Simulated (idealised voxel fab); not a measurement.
Module name: voxel capacitor over wiring (process module)
Cross-section cut spans 170 nm and uses square cells 5 nm in size.
Format of a cross-section: grid, square cells. Given as bands. Order: top down. Band: one or more rows of cells.
Per band: top height and bottom height in nm, followed by the left-to-right materials and their widths in nm; "everywhere" marks a single material spanning edge to edge, "blank" marks empty space.
We count height from 0. Below that, the starting wafer is all one material. The lowest band never ends at the bottom but goes on down; see "0 and below" for how that is written.
Quick explanation for "30->40": the width changes in equal steps down the rows of cells, from the first number in the band's top row to the second number in its bottom row.
Step note "remained the same" = no cross-section cell changed.
"Unvented cavities" specifies each empty space that is not open to the top and that occupies no fewer than 8 cells, using the form width x height at distance, the distance measured from the left edge and all three quantities in nm.
Anything after a step's settings on that line? It's the simulator's own note about the step.
The optional step-line setting "overlay nm" applies to steps with a mask and quantifies how far to the right of its planned location the mask lay, a negative value indicating leftward placement.
-- Here's what the planned process steps look like
1,RECEIVE with material Si
2,CONFORMAL_DEP with material SiO2, thk nm 10
3,CONFORMAL_DEP with material SiN, thk nm 5
4,DIRECTIONAL_DEP with material SiO2, thk nm 15
5,PATTERN with tone open, mask id METAL_1, material resist, width nm 30, pitch nm 95, thk nm 15, overlay nm 0
6,DIRECTIONAL_ETCH with etch materials SiO2, depth nm 15
7,DIRECTIONAL_ETCH with etch materials SiN, depth nm 5
8,STRIP with etch materials resist
9,CONFORMAL_DEP with material TiN, thk nm 5
10,FILL_DEP with material Cu, thk nm 5
11,CMP with height nm 30
12,CONFORMAL_DEP with material SiCN, thk nm 5
13,DIRECTIONAL_DEP with material SiO2, thk nm 10
14,DIRECTIONAL_DEP with material aC, thk nm 10
15,PATTERN with tone open, mask id PLUG_1, material resist, width nm 15, thk nm 25, overlay nm 0
16,DIRECTIONAL_ETCH with etch materials aC, depth nm 10
17,STRIP with etch materials resist
18,DIRECTIONAL_ETCH with etch materials SiO2, depth nm 10
19,DIRECTIONAL_ETCH with etch materials SiCN, depth nm 5
20,STRIP with etch materials aC
21,CONFORMAL_DEP with material TiN, thk nm 5
22,FILL_DEP with material Ru, thk nm 5
23,CMP with height nm 45
24,DIRECTIONAL_DEP with material TiN, thk nm 10
25,DIRECTIONAL_DEP with material HfO2, thk nm 5
26,DIRECTIONAL_DEP with material TiN, thk nm 10
27,MASKED_ETCH with tone cover, mask id UPPER_PLATE, width nm 70, etch materials TiN, depth nm 10, overlay nm 0
28,MASKED_ETCH with tone cover, mask id UPPER_PLATE, width nm 70, etch materials HfO2, depth nm 5, overlay nm 0
29,DIRECTIONAL_DEP with material aC, thk nm 15
30,PATTERN with tone cover, mask id LOWER_PLATE, material resist, width nm 80, thk nm 30, overlay nm 0
31,DIRECTIONAL_ETCH with etch materials aC, depth nm 15
32,STRIP with etch materials resist
33,DIRECTIONAL_ETCH with etch materials TiN, depth nm 10
34,STRIP with etch materials aC
35,FILL_DEP with material SiO2, thk nm 15
36,CMP with height nm 80
37,PATTERN with tone open, mask id PLUG_2, material resist, width nm 15, thk nm 15, overlay nm 0
38,DIRECTIONAL_ETCH with etch materials SiO2, depth nm 10
39,STRIP with etch materials resist
40,CONFORMAL_DEP with material TiN, thk nm 5
41,FILL_DEP with material Ru, thk nm 10
42,CMP with height nm 80
43,CONFORMAL_DEP with material SiCN, thk nm 5
-- As received (post step 1): cross-section
  0 and below | Si everywhere
  Unvented cavities: none
-- Cross-sectional image of the first of two wafers at the end of the module, the run having proceeded as planned
  85 down to 80 | SiCN everywhere
  80 down to 75 | 45 SiO2 / 5 TiN / 5 Ru / 5 TiN / 110 SiO2
  75 down to 70 | 45 SiO2 / 15 TiN / 110 SiO2
  70 down to 60 | 35 SiO2 / 70 TiN / 65 SiO2
  60 down to 55 | 35 SiO2 / 70 HfO2 / 65 SiO2
  55 down to 45 | 30 SiO2 / 80 TiN / 60 SiO2
  45 down to 35 | 35 SiO2 / 5 TiN / 5 Ru / 5 TiN / 120 SiO2
  35 down to 30 | 35 SiCN / 15 TiN / 120 SiCN
  30 down to 15 | 20 SiO2 / 5 TiN / 20 Cu / 5 TiN / 65 SiO2 / 5 TiN / 20 Cu / 5 TiN / 25 SiO2
  15 down to 10 | 20 SiN / 30 TiN / 65 SiN / 30 TiN / 25 SiN
  10 down to 0 | SiO2 everywhere
  0 and below | Si everywhere
  Unvented cavities: none
-- Cross-sectional image of the second wafer of the two following completion of the module. Starting state and process plan were the same as for the first wafer; one execution error occurred
  100 down to 95 | SiCN everywhere
  95 down to 85 | Ru everywhere
  85 down to 80 | 50 TiN / 5 Ru / 115 TiN
  80 down to 75 | 45 SiO2 / 5 TiN / 5 Ru / 5 TiN / 110 SiO2
  75 down to 70 | 45 SiO2 / 15 TiN / 110 SiO2
  70 down to 60 | 35 SiO2 / 70 TiN / 65 SiO2
  60 down to 55 | 35 SiO2 / 70 HfO2 / 65 SiO2
  55 down to 45 | 30 SiO2 / 80 TiN / 60 SiO2
  45 down to 35 | 35 SiO2 / 5 TiN / 5 Ru / 5 TiN / 120 SiO2
  35 down to 30 | 35 SiCN / 15 TiN / 120 SiCN
  30 down to 15 | 20 SiO2 / 5 TiN / 20 Cu / 5 TiN / 65 SiO2 / 5 TiN / 20 Cu / 5 TiN / 25 SiO2
  15 down to 10 | 20 SiN / 30 TiN / 65 SiN / 30 TiN / 25 SiN
  10 down to 0 | SiO2 everywhere
  0 and below | Si everywhere
  Unvented cavities: none
What went wrong in running the wafer? no execution of plan step 42; skipped
Upon completion, the second wafer contains, in terms of cells, a greater or smaller amount of certain materials than the first wafer: Ru: 69 more, TiN: 33 more
